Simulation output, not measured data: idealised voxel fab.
process module | voxel wiring stack
cross-section cut | 300 nm wide | cells 5 nm
A cross-section is a grid of square cells, given in bands from the top down. A band is one or more rows of cells.
Each band's line starts with the height of the band's top and of its bottom, in nm. Then come its materials from left to right, each with its width in nm. One material with "throughout" fills the band from edge to edge. "air" is empty space.
Height 0 is the level under which the wafer as received is all one material. The lowest band goes on downwards, as in "0 down".
A width such as "30 to 40" changes by the same amount from each row of cells to the next, from the band's top row to its bottom row.
"no change" after a step means that no cell of the cross-section changed.
closed voids: empty space of 8 cells or more with no open way to the top, each as width x height at its distance from the left edge, in nm
after a step's settings: what the simulator itself notes on the step
overlay nm, on a step with a mask: how far to the right of its planned place the mask lay; to the left if negative
plan
1 op RECEIVE | material Si
2 op CONFORMAL_DEP | material SiO2 | thk nm 15
3 op DIRECTIONAL_DEP | material TiN | thk nm 5
4 op DIRECTIONAL_DEP | material W | thk nm 25
5 op DIRECTIONAL_DEP | material aC | thk nm 15
6 op PATTERN | tone cover | mask id METAL_1 | material resist | width nm 20 | pitch nm 35 | thk nm 30 | overlay nm 0
7 op DIRECTIONAL_ETCH | etch materials aC | depth nm 15
8 op STRIP | etch materials resist
9 op DIRECTIONAL_ETCH | etch materials W | depth nm 25
10 op DIRECTIONAL_ETCH | etch materials TiN | depth nm 5
11 op STRIP | etch materials aC
12 op FILL_DEP | material SiO2 | thk nm 10
13 op CMP | height nm 45
14 op CONFORMAL_DEP | material SiCN | thk nm 5
15 op DIRECTIONAL_DEP | material lowk | thk nm 20
16 op PATTERN | tone open | mask id PLUG_1 | material resist | width nm 15 | thk nm 20 | overlay nm 0
17 op DIRECTIONAL_ETCH | etch materials lowk | depth nm 20
18 op DIRECTIONAL_ETCH | etch materials SiCN | depth nm 5
19 op STRIP | etch materials resist
20 op EPI | material Ru | thk nm 10
21 op EPI | material Ru | thk nm 10
22 op EPI | material Ru | thk nm 5
23 op DIRECTIONAL_DEP | material TiN | thk nm 5
24 op DIRECTIONAL_DEP | material W | thk nm 25
25 op DIRECTIONAL_DEP | material aC | thk nm 15
26 op PATTERN | tone cover | mask id METAL_2 | material resist | width nm 20 | pitch nm 35 | thk nm 35 | overlay nm 0
27 op DIRECTIONAL_ETCH | etch materials aC | depth nm 15
28 op STRIP | etch materials resist
29 op DIRECTIONAL_ETCH | etch materials W | depth nm 25
30 op DIRECTIONAL_ETCH | etch materials TiN | depth nm 5
31 op STRIP | etch materials aC
32 op CONFORMAL_DEP | material SiN | thk nm 5
33 op FILL_DEP | material SiO2 | thk nm 5
34 op CMP | height nm 100
35 op CONFORMAL_DEP | material SiCN | thk nm 5
36 op DIRECTIONAL_DEP | material SiO2 | thk nm 20
37 op PATTERN | tone open | mask id PLUG_2 | material resist | width nm 15 | thk nm 20 | overlay nm 0
38 op DIRECTIONAL_ETCH | etch materials SiO2 | depth nm 20
39 op DIRECTIONAL_ETCH | etch materials SiCN | depth nm 5
40 op STRIP | etch materials resist
41 op EPI | material Ru | thk nm 10
42 op EPI | material Ru | thk nm 10
43 op EPI | material Ru | thk nm 5
44 op DIRECTIONAL_DEP | material TiN | thk nm 5
45 op DIRECTIONAL_DEP | material Ru | thk nm 15
46 op MASKED_ETCH | tone cover | mask id METAL_3 | width nm 20 | pitch nm 35 | etch materials Ru | depth nm 15 | overlay nm 0
47 op MASKED_ETCH | tone cover | mask id METAL_3 | width nm 20 | pitch nm 35 | etch materials TiN | depth nm 5 | overlay nm 0
48 op CONFORMAL_DEP | material SiCN | thk nm 5
49 op FILL_DEP | material SiO2 | thk nm 5
50 op CMP | height nm 145
51 op CONFORMAL_DEP | material SiCN | thk nm 5
first wafer, as planned
as received, after step 1
  0 down: Si throughout
  closed voids: none
after step 2
  15 to 0: SiO2 throughout
  below 0: unchanged
after step 3
  20 to 15: TiN throughout
  below 15: unchanged
after step 4
  45 to 20: W throughout
  below 20: unchanged
after step 5
  60 to 45: aC throughout
  below 45: unchanged
after step 6
  90 to 60: air 120 | resist 20 | air 15 | resist 20 | air 125
  below 60: unchanged
after step 7
  75 to 60: air 120 | resist 20 | air 15 | resist 20 | air 125
  60 to 45: air 120 | aC 20 | air 15 | aC 20 | air 125
  below 45: unchanged
after step 8
  60 to 45: air 120 | aC 20 | air 15 | aC 20 | air 125
  below 45: unchanged
after step 9
  60 to 45: air 120 | aC 20 | air 15 | aC 20 | air 125
  45 to 20: air 120 | W 20 | air 15 | W 20 | air 125
  below 20: unchanged
after step 10
  60 to 45: air 120 | aC 20 | air 15 | aC 20 | air 125
  45 to 20: air 120 | W 20 | air 15 | W 20 | air 125
  20 to 15: air 120 | TiN 20 | air 15 | TiN 20 | air 125
  below 15: unchanged
after step 11
  45 to 20: air 120 | W 20 | air 15 | W 20 | air 125
  below 20: unchanged
after step 12
  55 to 45: SiO2 throughout
  45 to 20: SiO2 120 | W 20 | SiO2 15 | W 20 | SiO2 125
  20 to 15: SiO2 120 | TiN 20 | SiO2 15 | TiN 20 | SiO2 125
  below 15: unchanged
after step 13
  45 to 20: SiO2 120 | W 20 | SiO2 15 | W 20 | SiO2 125
  below 20: unchanged
after step 14
  50 to 45: SiCN throughout
  below 45: unchanged
after step 15
  70 to 50: lowk throughout
  below 50: unchanged
after step 16
  90 to 70: resist 120 | air 15 | resist 165
  below 70: unchanged
after step 17
  90 to 70: resist 120 | air 15 | resist 165
  70 to 50: lowk 120 | air 15 | lowk 165
  below 50: unchanged
after step 18
  90 to 70: resist 120 | air 15 | resist 165
  70 to 50: lowk 120 | air 15 | lowk 165
  50 to 45: SiCN 120 | air 15 | SiCN 165
  below 45: unchanged
after step 19
  70 to 50: lowk 120 | air 15 | lowk 165
  below 50: unchanged
after step 20
  70 to 55: lowk 120 | air 15 | lowk 165
  55 to 50: lowk 120 | Ru 15 | lowk 165
  50 to 45: SiCN 120 | Ru 15 | SiCN 165
  below 45: unchanged
after step 21
  70 to 65: lowk 120 | air 15 | lowk 165
  65 to 50: lowk 120 | Ru 15 | lowk 165
  below 50: unchanged
after step 22
  70 to 50: lowk 120 | Ru 15 | lowk 165
  below 50: unchanged
after step 23
  75 to 70: TiN throughout
  below 70: unchanged
after step 24
  100 to 75: W throughout
  below 75: unchanged
after step 25
  115 to 100: aC throughout
  below 100: unchanged
after step 26
  150 to 115: air 120 | resist 20 | air 15 | resist 20 | air 125
  below 115: unchanged
after step 27
  135 to 115: air 120 | resist 20 | air 15 | resist 20 | air 125
  115 to 100: air 120 | aC 20 | air 15 | aC 20 | air 125
  below 100: unchanged
after step 28
  115 to 100: air 120 | aC 20 | air 15 | aC 20 | air 125
  below 100: unchanged
after step 29
  115 to 100: air 120 | aC 20 | air 15 | aC 20 | air 125
  100 to 75: air 120 | W 20 | air 15 | W 20 | air 125
  below 75: unchanged
after step 30
  115 to 100: air 120 | aC 20 | air 15 | aC 20 | air 125
  100 to 75: air 120 | W 20 | air 15 | W 20 | air 125
  75 to 70: air 120 | TiN 20 | air 15 | TiN 20 | air 125
  below 70: unchanged
after step 31
  100 to 75: air 120 | W 20 | air 15 | W 20 | air 125
  below 75: unchanged
after step 32
  105 to 100: air 115 | SiN 30 | air 5 | SiN 30 | air 120
  100 to 75: air 115 | SiN 5 | W 20 | SiN 5 | air 5 | SiN 5 | W 20 | SiN 5 | air 120
  75 to 70: SiN 120 | TiN 20 | SiN 15 | TiN 20 | SiN 125
  below 70: unchanged
after step 33
  110 to 105: SiO2 throughout
  105 to 100: SiO2 115 | SiN 30 | SiO2 5 | SiN 30 | SiO2 120
  100 to 75: SiO2 115 | SiN 5 | W 20 | SiN 5 | SiO2 5 | SiN 5 | W 20 | SiN 5 | SiO2 120
  below 75: unchanged
after step 34
  100 to 75: SiO2 115 | SiN 5 | W 20 | SiN 5 | SiO2 5 | SiN 5 | W 20 | SiN 5 | SiO2 120
  below 75: unchanged
after step 35
  105 to 100: SiCN throughout
  below 100: unchanged
after step 36
  125 to 105: SiO2 throughout
  below 105: unchanged
after step 37
  145 to 125: resist 120 | air 15 | resist 165
  below 125: unchanged
after step 38
  145 to 125: resist 120 | air 15 | resist 165
  125 to 105: SiO2 120 | air 15 | SiO2 165
  below 105: unchanged
after step 39
  145 to 125: resist 120 | air 15 | resist 165
  125 to 105: SiO2 120 | air 15 | SiO2 165
  105 to 100: SiCN 120 | air 15 | SiCN 165
  below 100: unchanged
after step 40
  125 to 105: SiO2 120 | air 15 | SiO2 165
  below 105: unchanged
after step 41
  125 to 110: SiO2 120 | air 15 | SiO2 165
  110 to 105: SiO2 120 | Ru 15 | SiO2 165
  105 to 100: SiCN 120 | Ru 15 | SiCN 165
  below 100: unchanged
after step 42
  125 to 120: SiO2 120 | air 15 | SiO2 165
  120 to 105: SiO2 120 | Ru 15 | SiO2 165
  below 105: unchanged
after step 43
  125 to 105: SiO2 120 | Ru 15 | SiO2 165
  below 105: unchanged
after step 44
  130 to 125: TiN throughout
  below 125: unchanged
after step 45
  145 to 130: Ru throughout
  below 130: unchanged
after step 46
  145 to 130: air 120 | Ru 20 | air 15 | Ru 20 | air 125
  below 130: unchanged
after step 47
  145 to 130: air 120 | Ru 20 | air 15 | Ru 20 | air 125
  130 to 125: air 120 | TiN 20 | air 15 | TiN 20 | air 125
  below 125: unchanged
after step 48
  150 to 145: air 115 | SiCN 30 | air 5 | SiCN 30 | air 120
  145 to 130: air 115 | SiCN 5 | Ru 20 | SiCN 5 | air 5 | SiCN 5 | Ru 20 | SiCN 5 | air 120
  130 to 125: SiCN 120 | TiN 20 | SiCN 15 | TiN 20 | SiCN 125
  below 125: unchanged
after step 49
  155 to 150: SiO2 throughout
  150 to 145: SiO2 115 | SiCN 30 | SiO2 5 | SiCN 30 | SiO2 120
  145 to 130: SiO2 115 | SiCN 5 | Ru 20 | SiCN 5 | SiO2 5 | SiCN 5 | Ru 20 | SiCN 5 | SiO2 120
  below 130: unchanged
after step 50
  145 to 130: SiO2 115 | SiCN 5 | Ru 20 | SiCN 5 | SiO2 5 | SiCN 5 | Ru 20 | SiCN 5 | SiO2 120
  below 130: unchanged
after step 51
  150 to 145: SiCN throughout
  below 145: unchanged
second wafer: like start, like plan, one mistake. Through step 35 it matches the first wafer
when step 36 should have ended
  120 to 105: SiO2 throughout
  below 105: unchanged
when step 37 should have ended
  140 to 120: resist 120 | air 15 | resist 165
  below 120: unchanged
when step 38 should have ended
  140 to 120: resist 120 | air 15 | resist 165
  120 to 105: SiO2 120 | air 15 | SiO2 165
  below 105: unchanged
when step 39 should have ended
  140 to 120: resist 120 | air 15 | resist 165
  120 to 105: SiO2 120 | air 15 | SiO2 165
  105 to 100: SiCN 120 | air 15 | SiCN 165
  below 100: unchanged
when step 40 should have ended
  120 to 105: SiO2 120 | air 15 | SiO2 165
  below 105: unchanged
when step 41 should have ended
  120 to 110: SiO2 120 | air 15 | SiO2 165
  110 to 105: SiO2 120 | Ru 15 | SiO2 165
  105 to 100: SiCN 120 | Ru 15 | SiCN 165
  below 100: unchanged
when step 42 should have ended
  120 to 105: SiO2 120 | Ru 15 | SiO2 165
  below 105: unchanged
when step 43 should have ended
  125 to 120: air 115 | Ru 25 | air 160
  below 120: unchanged
when step 44 should have ended
  130 to 125: air 115 | TiN 25 | air 160
  125 to 120: TiN 115 | Ru 25 | TiN 160
  below 120: unchanged
when step 45 should have ended
  145 to 140: air 115 | Ru 25 | air 160
  140 to 130: Ru throughout
  130 to 125: Ru 115 | TiN 25 | Ru 160
  below 125: unchanged
when step 46 should have ended
  145 to 140: air 120 | Ru 20 | air 160
  140 to 130: air 120 | Ru 20 | air 15 | Ru 20 | air 125
  130 to 125: air 115 | TiN 25 | air 15 | Ru 20 | air 125
  below 125: unchanged
when step 47 should have ended
  145 to 140: air 120 | Ru 20 | air 160
  140 to 130: air 120 | Ru 20 | air 15 | Ru 20 | air 125
  130 to 125: air 120 | TiN 20 | air 15 | Ru 20 | air 125
  125 to 120: air 115 | Ru 25 | air 15 | TiN 20 | air 125
  below 120: unchanged
when step 48 should have ended
  150 to 145: air 115 | SiCN 30 | air 155
  145 to 140: air 115 | SiCN 5 | Ru 20 | SiCN 5 | air 5 | SiCN 30 | air 120
  140 to 130: air 115 | SiCN 5 | Ru 20 | SiCN 5 | air 5 | SiCN 5 | Ru 20 | SiCN 5 | air 120
  130 to 125: air 110 | SiCN 10 | TiN 20 | SiCN 5 | air 5 | SiCN 5 | Ru 20 | SiCN 5 | air 120
  125 to 120: SiCN 115 | Ru 25 | SiCN 15 | TiN 20 | SiCN 125
  below 120: unchanged
when step 49 should have ended
  155 to 150: SiO2 throughout
  150 to 145: SiO2 115 | SiCN 30 | SiO2 155
  145 to 140: SiO2 115 | SiCN 5 | Ru 20 | SiCN 5 | SiO2 5 | SiCN 30 | SiO2 120
  140 to 130: SiO2 115 | SiCN 5 | Ru 20 | SiCN 5 | SiO2 5 | SiCN 5 | Ru 20 | SiCN 5 | SiO2 120
  130 to 125: SiO2 110 | SiCN 10 | TiN 20 | SiCN 5 | SiO2 5 | SiCN 5 | Ru 20 | SiCN 5 | SiO2 120
  below 125: unchanged
when step 50 should have ended
  145 to 140: SiO2 115 | SiCN 5 | Ru 20 | SiCN 5 | SiO2 5 | SiCN 30 | SiO2 120
  below 140: unchanged
when step 51 should have ended
  150 to 145: SiCN throughout
  below 145: unchanged
what went wrong: step 36 ran as: op DIRECTIONAL_DEP | material SiO2 | thk nm 15
at the end the second wafer has, in cells: 2 more of Ru | 8 more of SiCN | 10 fewer of SiO2
